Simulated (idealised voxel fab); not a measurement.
The following process module bears the name voxel transistor to metal.
Section cut is 270 nm wide and gridded with 5 nm square cells.
Cross-section format: a grid of square cells, given as bands from top to bottom; each band is one or more rows of cells. The entry gives the band's vertical extent as a top height and a bottom height in nm, then its horizontal make-up as materials from left to right, each with a width in nm. "blank" stands for empty space; a single material marked "throughout" fills the band edge to edge. Ref level 0: as-received wafer is one material below here. Bottom band extends down with no lower bound ("0 and below"). The two numbers in a width such as "30->40" mark its ends across the band: the first belongs to the top row of cells, the second to the bottom row, and from each row to the next the width moves by the same amount. Step note "remains unaltered" = no cross-section cell changed. You'll see "Trapped void list" listing empty spaces that have no way open to the top, as long as they're 8 cells or more; the notation is width x height at distance, where the distance is from the left edge, and all of it is in nm. On a step's line, text after the settings is the simulator commenting on that step. Regarding "overlay nm": on a step with a mask, it is the distance the mask lay to the right of its planned place; a negative value places it to the left.
Here's what the planned process steps look like
1) RECEIVE [material Si]
2) OXIDIZE [depth nm 5]
3) CONFORMAL_DEP [material SiN] [thk nm 15]
4) DIRECTIONAL_DEP [material aC] [thk nm 10]
5) PATTERN [tone cover] [mask id ACTIVE] [material resist] [width nm 105] [pitch nm 135] [thk nm 30] [overlay nm 0]
6) DIRECTIONAL_ETCH [etch materials aC] [depth nm 10]
7) STRIP [etch materials resist]
8) DIRECTIONAL_ETCH [etch materials SiN] [depth nm 15]
9) DIRECTIONAL_ETCH [etch materials SiO2] [depth nm 5]
10) DIRECTIONAL_ETCH [etch materials Si] [depth nm 35]
11) STRIP [etch materials aC]
12) OXIDIZE [depth nm 5]
13) FILL_DEP [material SiO2] [thk nm 15]
14) CMP [height nm 15]
15) SELECTIVE_ETCH [etch materials SiO2] [depth nm 15]
16) STRIP [etch materials SiN]
17) SELECTIVE_ETCH [etch materials SiO2] [depth nm 5]
18) OXIDIZE [depth nm 5]
19) DIRECTIONAL_DEP [material polySi] [thk nm 25]
20) DIRECTIONAL_DEP [material SiCN] [thk nm 10]
21) PATTERN [tone cover] [mask id GATE] [material resist] [width nm 25] [pitch nm 135] [thk nm 15] [overlay nm 0]
22) DIRECTIONAL_ETCH [etch materials SiCN] [depth nm 20]
23) DIRECTIONAL_ETCH [etch materials polySi] [depth nm 35]
24) STRIP [etch materials resist]
25) CONFORMAL_DEP [material SiO2] [thk nm 5]
26) DIRECTIONAL_ETCH [etch materials SiO2] [depth nm 5]
27) CONFORMAL_DEP [material SiN] [thk nm 5]
28) DIRECTIONAL_ETCH [etch materials SiN] [depth nm 5]
29) DIRECTIONAL_ETCH [etch materials SiO2] [depth nm 5]
30) DIRECTIONAL_ETCH [etch materials Si] [depth nm 10]
31) EPI [material pSi] [thk nm 15]
32) FILL_DEP [material SiO2] [thk nm 5]
33) CMP [height nm 30]
34) DIRECTIONAL_DEP [material SiO2] [thk nm 10]
35) MASKED_ETCH [tone open] [mask id CONTACT] [width nm 15] [etch materials SiO2] [depth nm 45] [overlay nm 0]
36) CONFORMAL_DEP [material TiN] [thk nm 5]
37) FILL_DEP [material W] [thk nm 10]
38) CMP [height nm 40]
39) DIRECTIONAL_DEP [material TiN] [thk nm 5]
40) DIRECTIONAL_DEP [material W] [thk nm 25]
41) PATTERN [tone cover] [mask id METAL_1] [material resist] [width nm 15] [thk nm 20] [overlay nm 0]
42) DIRECTIONAL_ETCH [etch materials W] [depth nm 25]
43) DIRECTIONAL_ETCH [etch materials TiN] [depth nm 5]
44) STRIP [etch materials resist]
45) CONFORMAL_DEP [material SiCN] [thk nm 5]
46) FILL_DEP [material SiO2] [thk nm 5]
47) CMP [height nm 70]
48) CONFORMAL_DEP [material SiCN] [thk nm 5]
First of two wafers - as planned
Cross-section of the wafer at receipt, which is the condition after step 1
0 and below | Si throughout
Trapped void list: none
Wafer section view after processing step 2
0 down to -5 | SiO2 throughout
Unchanged below -5.
Wafer section view after processing step 3
15 down to 0 | SiN throughout
Unchanged below 0.
Wafer section view after processing step 4
25 down to 15 | aC throughout
Unchanged below 15.
Wafer section view after processing step 5
55 down to 25 | blank 15, resist 105, blank 30, resist 105, blank 15
Unchanged below 25.
Wafer section view after processing step 6
45 down to 25 | blank 15, resist 105, blank 30, resist 105, blank 15
25 down to 15 | blank 15, aC 105, blank 30, aC 105, blank 15
Unchanged below 15.
Wafer section view after processing step 7
25 down to 15 | blank 15, aC 105, blank 30, aC 105, blank 15
Unchanged below 15.
Wafer section view after processing step 8
25 down to 15 | blank 15, aC 105, blank 30, aC 105, blank 15
15 down to 0 | blank 15, SiN 105, blank 30, SiN 105, blank 15
Unchanged below 0.
Wafer section view after processing step 9
25 down to 15 | blank 15, aC 105, blank 30, aC 105, blank 15
15 down to 0 | blank 15, SiN 105, blank 30, SiN 105, blank 15
0 down to -5 | blank 15, SiO2 105, blank 30, SiO2 105, blank 15
Unchanged below -5.
Wafer section view after processing step 10
25 down to 15 | blank 15, aC 105, blank 30, aC 105, blank 15
15 down to 0 | blank 15, SiN 105, blank 30, SiN 105, blank 15
0 down to -5 | blank 15, SiO2 105, blank 30, SiO2 105, blank 15
-5 down to -40 | blank 15, Si 105, blank 30, Si 105, blank 15
Unchanged below -40.
Wafer section view after processing step 11
15 down to 0 | blank 15, SiN 105, blank 30, SiN 105, blank 15
Unchanged below 0.
Wafer section view after processing step 12
15 down to 0 | blank 15, SiN 105, blank 30, SiN 105, blank 15
0 down to -5 | blank 15, SiO2 105, blank 30, SiO2 105, blank 15
-5 down to -40 | blank 15, SiO2 5, Si 95, SiO2 5, blank 30, SiO2 5, Si 95, SiO2 5, blank 15
-40 down to -45 | SiO2 20, Si 95, SiO2 40, Si 95, SiO2 20
Unchanged below -45.
Wafer section view after processing step 13
30 down to 15 | SiO2 throughout
15 down to 0 | SiO2 15, SiN 105, SiO2 30, SiN 105, SiO2 15
0 down to -5 | SiO2 throughout
-5 down to -45 | SiO2 20, Si 95, SiO2 40, Si 95, SiO2 20
Unchanged below -45.
Wafer section view after processing step 14
15 down to 0 | SiO2 15, SiN 105, SiO2 30, SiN 105, SiO2 15
Unchanged below 0.
Wafer section view after processing step 15
15 down to 0 | blank 15, SiN 105, blank 30, SiN 105, blank 15
Unchanged below 0.
Wafer section view after processing step 16
0 down to -5 | SiO2 throughout
Unchanged below -5.
Wafer section view after processing step 17
-5 down to -45 | SiO2 20, Si 95, SiO2 40, Si 95, SiO2 20
Unchanged below -45.
Wafer section view after processing step 18
-5 down to -10 | SiO2 throughout
Unchanged below -10.
Wafer section view after processing step 19
20 down to -5 | polySi throughout
Unchanged below -5.
Wafer section view after processing step 20
30 down to 20 | SiCN throughout
Unchanged below 20.
Wafer section view after processing step 21
45 down to 30 | blank 55, resist 25, blank 110, resist 25, blank 55
Unchanged below 30.
Wafer section view after processing step 22
45 down to 30 | blank 55, resist 25, blank 110, resist 25, blank 55
30 down to 20 | blank 55, SiCN 25, blank 110, SiCN 25, blank 55
Unchanged below 20.
Wafer section view after processing step 23
45 down to 30 | blank 55, resist 25, blank 110, resist 25, blank 55
30 down to 20 | blank 55, SiCN 25, blank 110, SiCN 25, blank 55
20 down to -5 | blank 55, polySi 25, blank 110, polySi 25, blank 55
Unchanged below -5.
Wafer section view after processing step 24
30 down to 20 | blank 55, SiCN 25, blank 110, SiCN 25, blank 55
Unchanged below 20.
Wafer section view after processing step 25
35 down to 30 | blank 50, SiO2 35, blank 100, SiO2 35, blank 50
30 down to 20 | blank 50, SiO2 5, SiCN 25, SiO2 5, blank 100, SiO2 5, SiCN 25, SiO2 5, blank 50
20 down to 0 | blank 50, SiO2 5, polySi 25, SiO2 5, blank 100, SiO2 5, polySi 25, SiO2 5, blank 50
0 down to -5 | SiO2 55, polySi 25, SiO2 110, polySi 25, SiO2 55
Unchanged below -5.
Wafer section view after processing step 26
30 down to 20 | blank 50, SiO2 5, SiCN 25, SiO2 5, blank 100, SiO2 5, SiCN 25, SiO2 5, blank 50
20 down to -5 | blank 50, SiO2 5, polySi 25, SiO2 5, blank 100, SiO2 5, polySi 25, SiO2 5, blank 50
Unchanged below -5.
Wafer section view after processing step 27
35 down to 30 | blank 45, SiN 45, blank 90, SiN 45, blank 45
30 down to 20 | blank 45, SiN 5, SiO2 5, SiCN 25, SiO2 5, SiN 5, blank 90, SiN 5, SiO2 5, SiCN 25, SiO2 5, SiN 5, blank 45
20 down to 0 | blank 45, SiN 5, SiO2 5, polySi 25, SiO2 5, SiN 5, blank 90, SiN 5, SiO2 5, polySi 25, SiO2 5, SiN 5, blank 45
0 down to -5 | SiN 50, SiO2 5, polySi 25, SiO2 5, SiN 100, SiO2 5, polySi 25, SiO2 5, SiN 50
Unchanged below -5.
Wafer section view after processing step 28
30 down to 20 | blank 45, SiN 5, SiO2 5, SiCN 25, SiO2 5, SiN 5, blank 90, SiN 5, SiO2 5, SiCN 25, SiO2 5, SiN 5, blank 45
20 down to -5 | blank 45, SiN 5, SiO2 5, polySi 25, SiO2 5, SiN 5, blank 90, SiN 5, SiO2 5, polySi 25, SiO2 5, SiN 5, blank 45
Unchanged below -5.
Wafer section view after processing step 29
30 down to 25 | blank 45, SiN 5, blank 5, SiCN 25, blank 5, SiN 5, blank 90, SiN 5, blank 5, SiCN 25, blank 5, SiN 5, blank 45
25 down to 20 | blank 45, SiN 5, SiO2 5, SiCN 25, SiO2 5, SiN 5, blank 90, SiN 5, SiO2 5, SiCN 25, SiO2 5, SiN 5, blank 45
20 down to -5 | blank 45, SiN 5, SiO2 5, polySi 25, SiO2 5, SiN 5, blank 90, SiN 5, SiO2 5, polySi 25, SiO2 5, SiN 5, blank 45
-5 down to -10 | blank 45, SiO2 45, blank 90, SiO2 45, blank 45
Unchanged below -10.
Wafer section view after processing step 30
30 down to 25 | blank 45, SiN 5, blank 5, SiCN 25, blank 5, SiN 5, blank 90, SiN 5, blank 5, SiCN 25, blank 5, SiN 5, blank 45
25 down to 20 | blank 45, SiN 5, SiO2 5, SiCN 25, SiO2 5, SiN 5, blank 90, SiN 5, SiO2 5, SiCN 25, SiO2 5, SiN 5, blank 45
20 down to -5 | blank 45, SiN 5, SiO2 5, polySi 25, SiO2 5, SiN 5, blank 90, SiN 5, SiO2 5, polySi 25, SiO2 5, SiN 5, blank 45
-5 down to -10 | blank 45, SiO2 45, blank 90, SiO2 45, blank 45
-10 down to -20 | SiO2 20, blank 25, Si 45, blank 25, SiO2 40, blank 25, Si 45, blank 25, SiO2 20
Unchanged below -20.
Wafer section view after processing step 31
30 down to 25 | blank 45, SiN 5, blank 5, SiCN 25, blank 5, SiN 5, blank 90, SiN 5, blank 5, SiCN 25, blank 5, SiN 5, blank 45
25 down to 20 | blank 45, SiN 5, SiO2 5, SiCN 25, SiO2 5, SiN 5, blank 90, SiN 5, SiO2 5, SiCN 25, SiO2 5, SiN 5, blank 45
20 down to 5 | blank 45, SiN 5, SiO2 5, polySi 25, SiO2 5, SiN 5, blank 90, SiN 5, SiO2 5, polySi 25, SiO2 5, SiN 5, blank 45
5 down to -5 | blank 30, pSi 15, SiN 5, SiO2 5, polySi 25, SiO2 5, SiN 5, pSi 15, blank 60, pSi 15, SiN 5, SiO2 5, polySi 25, SiO2 5, SiN 5, pSi 15, blank 30
-5 down to -10 | blank 15, pSi 30, SiO2 45, pSi 30, blank 30, pSi 30, SiO2 45, pSi 30, blank 15
-10 down to -20 | SiO2 20, pSi 25, Si 45, pSi 25, SiO2 40, pSi 25, Si 45, pSi 25, SiO2 20
Unchanged below -20.
Wafer section view after processing step 32
35 down to 30 | SiO2 throughout
30 down to 20 | SiO2 45, SiN 5, SiO2 5, SiCN 25, SiO2 5, SiN 5, SiO2 90, SiN 5, SiO2 5, SiCN 25, SiO2 5, SiN 5, SiO2 45
20 down to 5 | SiO2 45, SiN 5, SiO2 5, polySi 25, SiO2 5, SiN 5, SiO2 90, SiN 5, SiO2 5, polySi 25, SiO2 5, SiN 5, SiO2 45
5 down to -5 | SiO2 30, pSi 15, SiN 5, SiO2 5, polySi 25, SiO2 5, SiN 5, pSi 15, SiO2 60, pSi 15, SiN 5, SiO2 5, polySi 25, SiO2 5, SiN 5, pSi 15, SiO2 30
-5 down to -10 | SiO2 15, pSi 30, SiO2 45, pSi 30, SiO2 30, pSi 30, SiO2 45, pSi 30, SiO2 15
Unchanged below -10.
Wafer section view after processing step 33
30 down to 20 | SiO2 45, SiN 5, SiO2 5, SiCN 25, SiO2 5, SiN 5, SiO2 90, SiN 5, SiO2 5, SiCN 25, SiO2 5, SiN 5, SiO2 45
Unchanged below 20.
Wafer section view after processing step 34
40 down to 30 | SiO2 throughout
Unchanged below 30.
Wafer section view after processing step 35
40 down to 30 | SiO2 20, blank 15, SiO2 65, blank 15, SiO2 40, blank 15, SiO2 65, blank 15, SiO2 20
30 down to 20 | SiO2 20, blank 15, SiO2 10, SiN 5, SiO2 5, SiCN 25, SiO2 5, SiN 5, SiO2 10, blank 15, SiO2 40, blank 15, SiO2 10, SiN 5, SiO2 5, SiCN 25, SiO2 5, SiN 5, SiO2 10, blank 15, SiO2 20
20 down to 5 | SiO2 20, blank 15, SiO2 10, SiN 5, SiO2 5, polySi 25, SiO2 5, SiN 5, SiO2 10, blank 15, SiO2 40, blank 15, SiO2 10, SiN 5, SiO2 5, polySi 25, SiO2 5, SiN 5, SiO2 10, blank 15, SiO2 20
5 down to -5 | SiO2 20, blank 10, pSi 15, SiN 5, SiO2 5, polySi 25, SiO2 5, SiN 5, pSi 15, blank 10, SiO2 40, blank 10, pSi 15, SiN 5, SiO2 5, polySi 25, SiO2 5, SiN 5, pSi 15, blank 10, SiO2 20
Unchanged below -5.
Wafer section view after processing step 36
45 down to 40 | TiN 25, blank 5, TiN 75, blank 5, TiN 50, blank 5, TiN 75, blank 5, TiN 25
40 down to 30 | SiO2 20, TiN 5, blank 5, TiN 5, SiO2 65, TiN 5, blank 5, TiN 5, SiO2 40, TiN 5, blank 5, TiN 5, SiO2 65, TiN 5, blank 5, TiN 5, SiO2 20
30 down to 20 | SiO2 20, TiN 5, blank 5, TiN 5, SiO2 10, SiN 5, SiO2 5, SiCN 25, SiO2 5, SiN 5, SiO2 10, TiN 5, blank 5, TiN 5, SiO2 40, TiN 5, blank 5, TiN 5, SiO2 10, SiN 5, SiO2 5, SiCN 25, SiO2 5, SiN 5, SiO2 10, TiN 5, blank 5, TiN 5, SiO2 20
20 down to 10 | SiO2 20, TiN 5, blank 5, TiN 5, SiO2 10, SiN 5, SiO2 5, polySi 25, SiO2 5, SiN 5, SiO2 10, TiN 5, blank 5, TiN 5, SiO2 40, TiN 5, blank 5, TiN 5, SiO2 10, SiN 5, SiO2 5, polySi 25, SiO2 5, SiN 5, SiO2 10, TiN 5, blank 5, TiN 5, SiO2 20
10 down to 5 | SiO2 20, TiN 15, SiO2 10, SiN 5, SiO2 5, polySi 25, SiO2 5, SiN 5, SiO2 10, TiN 15, SiO2 40, TiN 15, SiO2 10, SiN 5, SiO2 5, polySi 25, SiO2 5, SiN 5, SiO2 10, TiN 15, SiO2 20
5 down to -5 | SiO2 20, TiN 10, pSi 15, SiN 5, SiO2 5, polySi 25, SiO2 5, SiN 5, pSi 15, TiN 10, SiO2 40, TiN 10, pSi 15, SiN 5, SiO2 5, polySi 25, SiO2 5, SiN 5, pSi 15, TiN 10, SiO2 20
Unchanged below -5.
Wafer section view after processing step 37
55 down to 45 | W throughout
45 down to 40 | TiN 25, W 5, TiN 75, W 5, TiN 50, W 5, TiN 75, W 5, TiN 25
40 down to 30 | SiO2 20, TiN 5, W 5, TiN 5, SiO2 65, TiN 5, W 5, TiN 5, SiO2 40, TiN 5, W 5, TiN 5, SiO2 65, TiN 5, W 5, TiN 5, SiO2 20
30 down to 20 | SiO2 20, TiN 5, W 5, TiN 5, SiO2 10, SiN 5, SiO2 5, SiCN 25, SiO2 5, SiN 5, SiO2 10, TiN 5, W 5, TiN 5, SiO2 40, TiN 5, W 5, TiN 5, SiO2 10, SiN 5, SiO2 5, SiCN 25, SiO2 5, SiN 5, SiO2 10, TiN 5, W 5, TiN 5, SiO2 20
20 down to 10 | SiO2 20, TiN 5, W 5, TiN 5, SiO2 10, SiN 5, SiO2 5, polySi 25, SiO2 5, SiN 5, SiO2 10, TiN 5, W 5, TiN 5, SiO2 40, TiN 5, W 5, TiN 5, SiO2 10, SiN 5, SiO2 5, polySi 25, SiO2 5, SiN 5, SiO2 10, TiN 5, W 5, TiN 5, SiO2 20
Unchanged below 10.
Wafer section view after processing step 38
40 down to 30 | SiO2 20, TiN 5, W 5, TiN 5, SiO2 65, TiN 5, W 5, TiN 5, SiO2 40, TiN 5, W 5, TiN 5, SiO2 65, TiN 5, W 5, TiN 5, SiO2 20
Unchanged below 30.
Wafer section view after processing step 39
45 down to 40 | TiN throughout
Unchanged below 40.
Wafer section view after processing step 40
70 down to 45 | W throughout
Unchanged below 45.
Wafer section view after processing step 41
90 down to 70 | blank 20, resist 15, blank 65, resist 15, blank 40, resist 15, blank 65, resist 15, blank 20
Unchanged below 70.
Wafer section view after processing step 42
90 down to 70 | blank 20, resist 15, blank 65, resist 15, blank 40, resist 15, blank 65, resist 15, blank 20
70 down to 45 | blank 20, W 15, blank 65, W 15, blank 40, W 15, blank 65, W 15, blank 20
Unchanged below 45.
Wafer section view after processing step 43
90 down to 70 | blank 20, resist 15, blank 65, resist 15, blank 40, resist 15, blank 65, resist 15, blank 20
70 down to 45 | blank 20, W 15, blank 65, W 15, blank 40, W 15, blank 65, W 15, blank 20
45 down to 40 | blank 20, TiN 15, blank 65, TiN 15, blank 40, TiN 15, blank 65, TiN 15, blank 20
Unchanged below 40.
Wafer section view after processing step 44
70 down to 45 | blank 20, W 15, blank 65, W 15, blank 40, W 15, blank 65, W 15, blank 20
Unchanged below 45.
Wafer section view after processing step 45
75 down to 70 | blank 15, SiCN 25, blank 55, SiCN 25, blank 30, SiCN 25, blank 55, SiCN 25, blank 15
70 down to 45 | blank 15, SiCN 5, W 15, SiCN 5, blank 55, SiCN 5, W 15, SiCN 5, blank 30, SiCN 5, W 15, SiCN 5, blank 55, SiCN 5, W 15, SiCN 5, blank 15
45 down to 40 | SiCN 20, TiN 15, SiCN 65, TiN 15, SiCN 40, TiN 15, SiCN 65, TiN 15, SiCN 20
Unchanged below 40.
Wafer section view after processing step 46
80 down to 75 | SiO2 throughout
75 down to 70 | SiO2 15, SiCN 25, SiO2 55, SiCN 25, SiO2 30, SiCN 25, SiO2 55, SiCN 25, SiO2 15
70 down to 45 | SiO2 15, SiCN 5, W 15, SiCN 5, SiO2 55, SiCN 5, W 15, SiCN 5, SiO2 30, SiCN 5, W 15, SiCN 5, SiO2 55, SiCN 5, W 15, SiCN 5, SiO2 15
Unchanged below 45.
Wafer section view after processing step 47
70 down to 45 | SiO2 15, SiCN 5, W 15, SiCN 5, SiO2 55, SiCN 5, W 15, SiCN 5, SiO2 30, SiCN 5, W 15, SiCN 5, SiO2 55, SiCN 5, W 15, SiCN 5, SiO2 15
Unchanged below 45.
Wafer section view after processing step 48
75 down to 70 | SiCN throughout
Unchanged below 70.
Second wafer: like start, like plan, one mistake. Through step 24 it matches the first wafer
The second wafer cut through, at the time step 25 was supposed to be finished: remains unaltered
The second wafer cut through, at the time step 26 was supposed to be finished
30 down to 20 | blank 55, SiCN 25, blank 110, SiCN 25, blank 55
20 down to -5 | blank 55, polySi 25, blank 110, polySi 25, blank 55
-5 down to -10 | blank 55, SiO2 25, blank 110, SiO2 25, blank 55
Unchanged below -10.
The second wafer cut through, at the time step 27 was supposed to be finished
35 down to 30 | blank 50, SiN 35, blank 100, SiN 35, blank 50
30 down to 20 | blank 50, SiN 5, SiCN 25, SiN 5, blank 100, SiN 5, SiCN 25, SiN 5, blank 50
20 down to -5 | blank 50, SiN 5, polySi 25, SiN 5, blank 100, SiN 5, polySi 25, SiN 5, blank 50
-5 down to -10 | SiN 55, SiO2 25, SiN 110, SiO2 25, SiN 55
Unchanged below -10.
The second wafer cut through, at the time step 28 was supposed to be finished
30 down to 20 | blank 50, SiN 5, SiCN 25, SiN 5, blank 100, SiN 5, SiCN 25, SiN 5, blank 50
20 down to -5 | blank 50, SiN 5, polySi 25, SiN 5, blank 100, SiN 5, polySi 25, SiN 5, blank 50
-5 down to -10 | blank 50, SiN 5, SiO2 25, SiN 5, blank 100, SiN 5, SiO2 25, SiN 5, blank 50
Unchanged below -10.
The second wafer cut through, at the time step 29 was supposed to be finished
30 down to 20 | blank 50, SiN 5, SiCN 25, SiN 5, blank 100, SiN 5, SiCN 25, SiN 5, blank 50
20 down to -5 | blank 50, SiN 5, polySi 25, SiN 5, blank 100, SiN 5, polySi 25, SiN 5, blank 50
-5 down to -10 | blank 50, SiN 5, SiO2 25, SiN 5, blank 100, SiN 5, SiO2 25, SiN 5, blank 50
-10 down to -15 | blank 20, Si 95, blank 40, Si 95, blank 20
Unchanged below -15.
The second wafer cut through, at the time step 30 was supposed to be finished
30 down to 20 | blank 50, SiN 5, SiCN 25, SiN 5, blank 100, SiN 5, SiCN 25, SiN 5, blank 50
20 down to -5 | blank 50, SiN 5, polySi 25, SiN 5, blank 100, SiN 5, polySi 25, SiN 5, blank 50
-5 down to -10 | blank 50, SiN 5, SiO2 25, SiN 5, blank 100, SiN 5, SiO2 25, SiN 5, blank 50
-10 down to -15 | blank 50, Si 35, blank 100, Si 35, blank 50
-15 down to -20 | SiO2 20, blank 30, Si 35, blank 30, SiO2 40, blank 30, Si 35, blank 30, SiO2 20
Unchanged below -20.
The second wafer cut through, at the time step 31 was supposed to be finished
30 down to 20 | blank 50, SiN 5, SiCN 25, SiN 5, blank 100, SiN 5, SiCN 25, SiN 5, blank 50
20 down to 5 | blank 50, SiN 5, polySi 25, SiN 5, blank 100, SiN 5, polySi 25, SiN 5, blank 50
5 down to -5 | blank 35, pSi 15, SiN 5, polySi 25, SiN 5, pSi 15, blank 70, pSi 15, SiN 5, polySi 25, SiN 5, pSi 15, blank 35
-5 down to -10 | blank 10, pSi 40, SiN 5, SiO2 25, SiN 5, pSi 40, blank 20, pSi 40, SiN 5, SiO2 25, SiN 5, pSi 40, blank 10
-10 down to -15 | blank 10, pSi 40, Si 35, pSi 40, blank 20, pSi 40, Si 35, pSi 40, blank 10
-15 down to -20 | SiO2 20, pSi 30, Si 35, pSi 30, SiO2 40, pSi 30, Si 35, pSi 30, SiO2 20
Unchanged below -20.
The second wafer cut through, at the time step 32 was supposed to be finished
35 down to 30 | SiO2 throughout
30 down to 20 | SiO2 50, SiN 5, SiCN 25, SiN 5, SiO2 100, SiN 5, SiCN 25, SiN 5, SiO2 50
20 down to 5 | SiO2 50, SiN 5, polySi 25, SiN 5, SiO2 100, SiN 5, polySi 25, SiN 5, SiO2 50
5 down to -5 | SiO2 35, pSi 15, SiN 5, polySi 25, SiN 5, pSi 15, SiO2 70, pSi 15, SiN 5, polySi 25, SiN 5, pSi 15, SiO2 35
-5 down to -10 | SiO2 10, pSi 40, SiN 5, SiO2 25, SiN 5, pSi 40, SiO2 20, pSi 40, SiN 5, SiO2 25, SiN 5, pSi 40, SiO2 10
-10 down to -20 | SiO2 10->20, pSi 40->30, Si 35, pSi 40->30, SiO2 20->40, pSi 40->30, Si 35, pSi 40->30, SiO2 10->20
Unchanged below -20.
The second wafer cut through, at the time step 33 was supposed to be finished
30 down to 20 | SiO2 50, SiN 5, SiCN 25, SiN 5, SiO2 100, SiN 5, SiCN 25, SiN 5, SiO2 50
Unchanged below 20.
The second wafer cut through, at the time step 34 was supposed to be finished
40 down to 30 | SiO2 throughout
Unchanged below 30.
The second wafer cut through, at the time step 35 was supposed to be finished
40 down to 30 | SiO2 20, blank 15, SiO2 65, blank 15, SiO2 40, blank 15, SiO2 65, blank 15, SiO2 20
30 down to 20 | SiO2 20, blank 15, SiO2 15, SiN 5, SiCN 25, SiN 5, SiO2 15, blank 15, SiO2 40, blank 15, SiO2 15, SiN 5, SiCN 25, SiN 5, SiO2 15, blank 15, SiO2 20
20 down to 5 | SiO2 20, blank 15, SiO2 15, SiN 5, polySi 25, SiN 5, SiO2 15, blank 15, SiO2 40, blank 15, SiO2 15, SiN 5, polySi 25, SiN 5, SiO2 15, blank 15, SiO2 20
5 down to -5 | SiO2 20, blank 15, pSi 15, SiN 5, polySi 25, SiN 5, pSi 15, blank 15, SiO2 40, blank 15, pSi 15, SiN 5, polySi 25, SiN 5, pSi 15, blank 15, SiO2 20
Unchanged below -5.
The second wafer cut through, at the time step 36 was supposed to be finished
45 down to 40 | TiN 25, blank 5, TiN 75, blank 5, TiN 50, blank 5, TiN 75, blank 5, TiN 25
40 down to 30 | SiO2 20, TiN 5, blank 5, TiN 5, SiO2 65, TiN 5, blank 5, TiN 5, SiO2 40, TiN 5, blank 5, TiN 5, SiO2 65, TiN 5, blank 5, TiN 5, SiO2 20
30 down to 20 | SiO2 20, TiN 5, blank 5, TiN 5, SiO2 15, SiN 5, SiCN 25, SiN 5, SiO2 15, TiN 5, blank 5, TiN 5, SiO2 40, TiN 5, blank 5, TiN 5, SiO2 15, SiN 5, SiCN 25, SiN 5, SiO2 15, TiN 5, blank 5, TiN 5, SiO2 20
20 down to 5 | SiO2 20, TiN 5, blank 5, TiN 5, SiO2 15, SiN 5, polySi 25, SiN 5, SiO2 15, TiN 5, blank 5, TiN 5, SiO2 40, TiN 5, blank 5, TiN 5, SiO2 15, SiN 5, polySi 25, SiN 5, SiO2 15, TiN 5, blank 5, TiN 5, SiO2 20
5 down to 0 | SiO2 20, TiN 5, blank 5, TiN 5, pSi 15, SiN 5, polySi 25, SiN 5, pSi 15, TiN 5, blank 5, TiN 5, SiO2 40, TiN 5, blank 5, TiN 5, pSi 15, SiN 5, polySi 25, SiN 5, pSi 15, TiN 5, blank 5, TiN 5, SiO2 20
0 down to -5 | SiO2 20, TiN 15, pSi 15, SiN 5, polySi 25, SiN 5, pSi 15, TiN 15, SiO2 40, TiN 15, pSi 15, SiN 5, polySi 25, SiN 5, pSi 15, TiN 15, SiO2 20
Unchanged below -5.
The second wafer cut through, at the time step 37 was supposed to be finished
55 down to 45 | W throughout
45 down to 40 | TiN 25, W 5, TiN 75, W 5, TiN 50, W 5, TiN 75, W 5, TiN 25
40 down to 30 | SiO2 20, TiN 5, W 5, TiN 5, SiO2 65, TiN 5, W 5, TiN 5, SiO2 40, TiN 5, W 5, TiN 5, SiO2 65, TiN 5, W 5, TiN 5, SiO2 20
30 down to 20 | SiO2 20, TiN 5, W 5, TiN 5, SiO2 15, SiN 5, SiCN 25, SiN 5, SiO2 15, TiN 5, W 5, TiN 5, SiO2 40, TiN 5, W 5, TiN 5, SiO2 15, SiN 5, SiCN 25, SiN 5, SiO2 15, TiN 5, W 5, TiN 5, SiO2 20
20 down to 5 | SiO2 20, TiN 5, W 5, TiN 5, SiO2 15, SiN 5, polySi 25, SiN 5, SiO2 15, TiN 5, W 5, TiN 5, SiO2 40, TiN 5, W 5, TiN 5, SiO2 15, SiN 5, polySi 25, SiN 5, SiO2 15, TiN 5, W 5, TiN 5, SiO2 20
5 down to 0 | SiO2 20, TiN 5, W 5, TiN 5, pSi 15, SiN 5, polySi 25, SiN 5, pSi 15, TiN 5, W 5, TiN 5, SiO2 40, TiN 5, W 5, TiN 5, pSi 15, SiN 5, polySi 25, SiN 5, pSi 15, TiN 5, W 5, TiN 5, SiO2 20
Unchanged below 0.
The second wafer cut through, at the time step 38 was supposed to be finished
40 down to 30 | SiO2 20, TiN 5, W 5, TiN 5, SiO2 65, TiN 5, W 5, TiN 5, SiO2 40, TiN 5, W 5, TiN 5, SiO2 65, TiN 5, W 5, TiN 5, SiO2 20
Unchanged below 30.
The second wafer cut through, at the time step 39 was supposed to be finished
45 down to 40 | TiN throughout
Unchanged below 40.
The second wafer cut through, at the time step 40 was supposed to be finished
70 down to 45 | W throughout
Unchanged below 45.
The second wafer cut through, at the time step 41 was supposed to be finished
90 down to 70 | blank 20, resist 15, blank 65, resist 15, blank 40, resist 15, blank 65, resist 15, blank 20
Unchanged below 70.
The second wafer cut through, at the time step 42 was supposed to be finished
90 down to 70 | blank 20, resist 15, blank 65, resist 15, blank 40, resist 15, blank 65, resist 15, blank 20
70 down to 45 | blank 20, W 15, blank 65, W 15, blank 40, W 15, blank 65, W 15, blank 20
Unchanged below 45.
The second wafer cut through, at the time step 43 was supposed to be finished
90 down to 70 | blank 20, resist 15, blank 65, resist 15, blank 40, resist 15, blank 65, resist 15, blank 20
70 down to 45 | blank 20, W 15, blank 65, W 15, blank 40, W 15, blank 65, W 15, blank 20
45 down to 40 | blank 20, TiN 15, blank 65, TiN 15, blank 40, TiN 15, blank 65, TiN 15, blank 20
Unchanged below 40.
The second wafer cut through, at the time step 44 was supposed to be finished
70 down to 45 | blank 20, W 15, blank 65, W 15, blank 40, W 15, blank 65, W 15, blank 20
Unchanged below 45.
The second wafer cut through, at the time step 45 was supposed to be finished
75 down to 70 | blank 15, SiCN 25, blank 55, SiCN 25, blank 30, SiCN 25, blank 55, SiCN 25, blank 15
70 down to 45 | blank 15, SiCN 5, W 15, SiCN 5, blank 55, SiCN 5, W 15, SiCN 5, blank 30, SiCN 5, W 15, SiCN 5, blank 55, SiCN 5, W 15, SiCN 5, blank 15
45 down to 40 | SiCN 20, TiN 15, SiCN 65, TiN 15, SiCN 40, TiN 15, SiCN 65, TiN 15, SiCN 20
Unchanged below 40.
The second wafer cut through, at the time step 46 was supposed to be finished
80 down to 75 | SiO2 throughout
75 down to 70 | SiO2 15, SiCN 25, SiO2 55, SiCN 25, SiO2 30, SiCN 25, SiO2 55, SiCN 25, SiO2 15
70 down to 45 | SiO2 15, SiCN 5, W 15, SiCN 5, SiO2 55, SiCN 5, W 15, SiCN 5, SiO2 30, SiCN 5, W 15, SiCN 5, SiO2 55, SiCN 5, W 15, SiCN 5, SiO2 15
Unchanged below 45.
The second wafer cut through, at the time step 47 was supposed to be finished
70 down to 45 | SiO2 15, SiCN 5, W 15, SiCN 5, SiO2 55, SiCN 5, W 15, SiCN 5, SiO2 30, SiCN 5, W 15, SiCN 5, SiO2 55, SiCN 5, W 15, SiCN 5, SiO2 15
Unchanged below 45.
The second wafer cut through, at the time step 48 was supposed to be finished
75 down to 70 | SiCN throughout
Unchanged below 70.
Run error: plan step 25 never ran because it was skipped
The final cell counts differ between the wafers, with the second having more or fewer of some materials than the first: Si: 8 fewer; SiN: 4 more; SiO2: 28 fewer; W: 8 more; pSi: 24 more
